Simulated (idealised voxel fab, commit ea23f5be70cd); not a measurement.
Process module name: voxel transistor to metal
It is cross-section cut that appears here, measuring 175 nm in width, its square cells being 5 nm in size.
Heads up, the way a cross-section reads in here is a grid of square cells, handed over as bands from the top down, with every band being one or more rows of cells.
Quick guide to a band line: top height, bottom height (nm) up front; then every material left to right with its width in nm. Only one material and it's marked "all across"? Then it fills the band edge to edge. And "air" just means empty space.
The level at which height equals 0 is the one under which the wafer, as it arrives, is entirely one material. No lower edge exists for the bottom band, which continues downward and is notated as in "z 0 and below".
Read "30 to 40" as a graded width: first number on top, second number at the bottom, same change between each pair of neighbouring rows.
Where a step carries "no modification", the cross-section came out of it unchanged, cell for cell.
The label "Catalogued sealed voids" introduces a list of the empty spaces, 8 cells or larger, that have no open way up to the top; each entry in it reads width x height at distance, where the distance is taken from the left edge and all three are stated in nm.
Anything after a step's settings on that line? It's the simulator's own note about the step.
Regarding "overlay nm": on a step with a mask, it is the distance the mask lay to the right of its planned place; a negative value places it to the left.

## The planned process steps are enumerated hereunder
1: RECEIVE,material Si
2: OXIDIZE,depth nm 5
3: CONFORMAL_DEP,material SiN,thk nm 10
4: DIRECTIONAL_DEP,material aC,thk nm 10
5: PATTERN,tone cover,mask id ACTIVE,material resist,width nm 105,thk nm 30,overlay nm 0
6: DIRECTIONAL_ETCH,etch materials aC,depth nm 10
7: STRIP,etch materials resist
8: DIRECTIONAL_ETCH,etch materials SiN,depth nm 10
9: DIRECTIONAL_ETCH,etch materials SiO2,depth nm 5
10: DIRECTIONAL_ETCH,etch materials Si,depth nm 25
11: STRIP,etch materials aC
12: FILL_DEP,material SiO2,thk nm 15
13: CMP,height nm 10
14: SELECTIVE_ETCH,etch materials SiO2,depth nm 5
15: STRIP,etch materials SiN
16: SELECTIVE_ETCH,etch materials SiO2,depth nm 5
17: OXIDIZE,depth nm 5
18: DIRECTIONAL_DEP,material polySi,thk nm 30
19: DIRECTIONAL_DEP,material SiCN,thk nm 15
20: PATTERN,tone cover,mask id GATE,material resist,width nm 15,thk nm 20,overlay nm 0
21: DIRECTIONAL_ETCH,etch materials SiCN,depth nm 25
22: DIRECTIONAL_ETCH,etch materials polySi,depth nm 40
23: STRIP,etch materials resist
24: CONFORMAL_DEP,material SiO2,thk nm 5
25: DIRECTIONAL_ETCH,etch materials SiO2,depth nm 5
26: CONFORMAL_DEP,material SiN,thk nm 10
27: DIRECTIONAL_ETCH,etch materials SiN,depth nm 10
28: DIRECTIONAL_ETCH,etch materials SiO2,depth nm 5
29: DIRECTIONAL_ETCH,etch materials Si,depth nm 15
30: EPI,material pSi,thk nm 20
31: FILL_DEP,material SiO2,thk nm 5
32: CMP,height nm 40
33: DIRECTIONAL_DEP,material SiO2,thk nm 15
34: PATTERN,tone open,mask id CONTACT,material resist,width nm 20,pitch nm 65,thk nm 20,overlay nm 0
35: DIRECTIONAL_ETCH,etch materials SiO2,depth nm 45
36: STRIP,etch materials resist
37: CONFORMAL_DEP,material TiN,thk nm 5
38: FILL_DEP,material Ru,thk nm 5
39: CMP,height nm 55
40: DIRECTIONAL_DEP,material TiN,thk nm 5
41: DIRECTIONAL_DEP,material Ru,thk nm 25
42: PATTERN,tone cover,mask id METAL_1,material resist,width nm 20,pitch nm 65,thk nm 20,overlay nm -15
43: DIRECTIONAL_ETCH,etch materials Ru,depth nm 25
44: DIRECTIONAL_ETCH,etch materials TiN,depth nm 5
45: STRIP,etch materials resist
46: FILL_DEP,material SiO2,thk nm 5
47: CMP,height nm 85
48: CONFORMAL_DEP,material SiN,thk nm 5
Among the wafers covered here, the point of difference is the overlay nm at step 42; their starting state is shared, and the plan presents the value of the first wafer.

## As-received cross-section, first of several wafers, post step 1
* z 0 and below  Si all across
* Catalogued sealed voids: none

## Below, a row for every wafer. Read it as the end-of-module picture: for each material the wafer shows its cells gained (+) or lost (-) since it was received, and then its closed voids
overlay nm -15 | +72 Ru | -150 Si | +9 SiCN | +75 SiN | +494 SiO2 | +48 TiN | +64 pSi | +18 polySi | Catalogued sealed voids: none
overlay nm -10 | +72 Ru | -150 Si | +9 SiCN | +75 SiN | +494 SiO2 | +48 TiN | +64 pSi | +18 polySi | Catalogued sealed voids: none
overlay nm -5 | +72 Ru | -150 Si | +9 SiCN | +75 SiN | +494 SiO2 | +48 TiN | +64 pSi | +18 polySi | Catalogued sealed voids: none
overlay nm 0 | +72 Ru | -150 Si | +9 SiCN | +75 SiN | +494 SiO2 | +48 TiN | +64 pSi | +18 polySi | Catalogued sealed voids: none
overlay nm 5 | +72 Ru | -150 Si | +9 SiCN | +75 SiN | +494 SiO2 | +48 TiN | +64 pSi | +18 polySi | Catalogued sealed voids: none
overlay nm 10 | +72 Ru | -150 Si | +9 SiCN | +75 SiN | +494 SiO2 | +48 TiN | +64 pSi | +18 polySi | Catalogued sealed voids: none
overlay nm 15 | +72 Ru | -150 Si | +9 SiCN | +75 SiN | +494 SiO2 | +48 TiN | +64 pSi | +18 polySi | Catalogued sealed voids: none
